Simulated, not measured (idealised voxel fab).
Proc. module: voxel tone inversion
Each square cell in cross-section cut measures 5 nm, and the section as a whole is 170 nm wide.
For the purposes of this document, a cross-section shall be understood as a grid of square cells, specified as bands listed in top-to-bottom order, each band consisting of one or more rows of cells.
Heights first: top, then bottom, in nm. Then materials, left to right, each with a width in nm. "throughout" on a single material: fills the band edge to edge. "blank": empty space.
Beneath 0, the wafer as received is one material, and that level is where height counting begins. The lowest band goes on downward without a bottom; it is written like "z 0 and below".
Width "30..40": first value at the band's top row of cells, second value at its bottom row, equal change from row to row.
The designation "nothing got changed", where it is given for a processing step, indicates that no cell of the cross-section was altered in the course of that step.
"Enclosed void entries" - sealed voids, min. 8 cells, no opening to top; format: width x height at distance (distance from left edge; nm throughout).
On a step's line, text after the settings is the simulator commenting on that step.
For masked steps, "overlay nm" on the step line gives how far right of plan the mask actually lay; a minus sign means it lay to the left.
## Steps in the process plan
- 1: RECEIVE,material Si
- 2: CONFORMAL_DEP,material SiN,thk nm 5
- 3: DIRECTIONAL_DEP,material aC,thk nm 25
- 4: PATTERN,tone cover,mask id POSTS,material resist,width nm 15,pitch nm 40,thk nm 35,overlay nm 0
- 5: DIRECTIONAL_ETCH,etch materials aC,depth nm 25
- 6: STRIP,etch materials resist
- 7: FILL_DEP,material SiO2,thk nm 5
- 8: CMP,height nm 30
- 9: STRIP,etch materials aC
## As received (post step 1): cross-section
> z 0 and below: Si throughout
> Enclosed void entries: none
## first wafer at the end, as planned
> z 30 to 5: SiO2 (15) | blank (15) | SiO2 (25) | blank (15) | SiO2 (25) | blank (15) | SiO2 (25) | blank (15) | SiO2 (20)
> z 5 to 0: SiN throughout
> z 0 and below: Si throughout
> Enclosed void entries: none
## Module end: cross-section of wafer two of two. Same start and process plan as the first wafer. One mistake during execution
> z 30 to 25: SiO2 throughout
> z 25 to 5: SiO2 (15) | aC (15) | SiO2 (25) | aC (15) | SiO2 (25) | aC (15) | SiO2 (25) | aC (15) | SiO2 (20)
> z 5 to 0: SiN throughout
> z 0 and below: Si throughout
> Enclosed void entries: none
What was the processing mistake? not per plan at step 3, really ran DIRECTIONAL_DEP,material aC,thk nm 20
Count the cells at the end and the second wafer has more or fewer of some materials than the first: 12 more of SiO2; 48 more of aC
